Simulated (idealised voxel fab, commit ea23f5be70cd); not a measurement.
Presented below is a process module, voxel plated lines.
We display cut, a cross-section 185 nm in width whose square cells are each 5 nm.
The cross-sections in this document take the form of a grid made of square cells. They are written out as bands, in order from top to bottom. Each band consists of one or more rows of cells.
Top height, bottom height, nm. Materials left to right, width each, nm. Single material + "throughout" = fills band edge to edge. "air" = empty.
A quick word on heights: they are counted from 0, and under that level the wafer as it came to us is one material throughout. The lowest band is different from the rest in having no bottom; it simply continues downward, written as in "0 and below".
With a width like "30..40", each row of cells in the band differs from the next by the same amount, the top row carrying the first number and the bottom row the second.
For the purposes of this document, the phrase "no modification" attached to a step denotes that no cell within the cross-section was modified by that step.
The entry "Closed-off voids" lists the empty spaces that cover at least 8 cells and have no open path to the top. Each is written as width x height at distance, where the distance is measured from the left edge and all three values are in nm.
Read whatever lies past the settings on a step's line as the simulator's own remark about the step.
If you see "overlay nm" on a step's line and that step has a mask, it's telling you how far right of where it was planned the mask ended up; a negative number means it went left instead.

### Here's what the planned process steps look like
1) RECEIVE | material Si
2) CONFORMAL_DEP | material Al2O3 | thk nm 5
3) DIRECTIONAL_DEP | material TiN | thk nm 5
4) PATTERN | tone open | mask id LINES | material resist | width nm 20 | pitch nm 40 | thk nm 20 | overlay nm 0
5) EPI | material Ru | thk nm 10
6) STRIP | etch materials resist
7) DIRECTIONAL_ETCH | etch materials TiN | depth nm 5
8) CONFORMAL_DEP | material SiN | thk nm 5

### Step 1 complete: cross-section of the wafer as received
> 0 and below  Si throughout
> Closed-off voids: none

### First of two wafers at the end of the module, shown in cross-section; run carried out as planned
> 25 down to 20  air 55 nm | SiN 30 nm | air 10 nm | SiN 30 nm | air 60 nm
> 20 down to 10  air 55 nm | SiN 5 nm | Ru 20 nm | SiN 5 nm | air 10 nm | SiN 5 nm | Ru 20 nm | SiN 5 nm | air 60 nm
> 10 down to 5  SiN 60 nm | TiN 20 nm | SiN 20 nm | TiN 20 nm | SiN 65 nm
> 5 down to 0  Al2O3 throughout
> 0 and below  Si throughout
> Closed-off voids: none

### Cross-sectional image of the second wafer of the two following completion of the module. Starting state and process plan were the same as for the first wafer; one execution error occurred
> 15 down to 10  SiN throughout
> 10 down to 0  Al2O3 throughout
> 0 and below  Si throughout
> Closed-off voids: none
Here's what went sideways: step 3 deviated from plan and actually ran as DIRECTIONAL_DEP | material Al2O3 | thk nm 5
Count the cells at the end and the second wafer has more or fewer of some materials than the first: Al2O3 +37 | Ru -16 | SiN -12 | TiN -8
